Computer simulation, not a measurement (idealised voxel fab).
process module | voxel gate over fins
cross-section cut | 300 nm wide | cells 5 nm
A cross-section is a grid of square cells, given in bands from the top down. A band is one or more rows of cells.
Each band's line starts with the height of the band's top and of its bottom, in nm. Then come its materials from left to right, each with its width in nm. One material with "throughout" fills the band from edge to edge. "air" is empty space.
Height 0 is the level under which the wafer as received is all one material. The lowest band goes on downwards, as in "0 down".
A width such as "30 to 40" changes by the same amount from each row of cells to the next, from the band's top row to its bottom row.
"no change" after a step means that no cell of the cross-section changed.
closed voids: empty space of 8 cells or more with no open way to the top, each as width x height at its distance from the left edge, in nm
after a step's settings: what the simulator itself notes on the step
overlay nm, on a step with a mask: how far to the right of its planned place the mask lay; to the left if negative
plan
1 op RECEIVE | material Si
2 op CONFORMAL_DEP | material SiN | thk nm 10
3 op PATTERN | tone cover | mask id FINS | material resist | width nm 15 | pitch nm 40 | thk nm 15 | overlay nm 0
4 op DIRECTIONAL_ETCH | etch materials SiN | depth nm 10
5 op DIRECTIONAL_ETCH | etch materials Si | depth nm 35
6 op STRIP | etch materials resist
7 op FILL_DEP | material SiO2 | thk nm 15
8 op CMP | height nm 10
9 op SELECTIVE_ETCH | etch materials SiO2 | depth nm 25
10 op STRIP | etch materials SiN
11 op CONFORMAL_DEP | material HfO2 | thk nm 5
12 op CONFORMAL_DEP | material TiN | thk nm 5
13 op FILL_DEP | material W | thk nm 15
14 op CMP | height nm 20
15 op CONFORMAL_DEP | material SiN | thk nm 5
as received, after step 1
  0 down: Si throughout
  closed voids: none
a wafer at the end: this start, this plan, one mistake
  25 to 20: SiN throughout
  20 to 15: TiN throughout
  15 to 10: HfO2 throughout
  10 to 0: W throughout
  0 down: Si throughout
  closed voids: none
what went wrong: step 2 ran as: op CONFORMAL_DEP | material W | thk nm 10
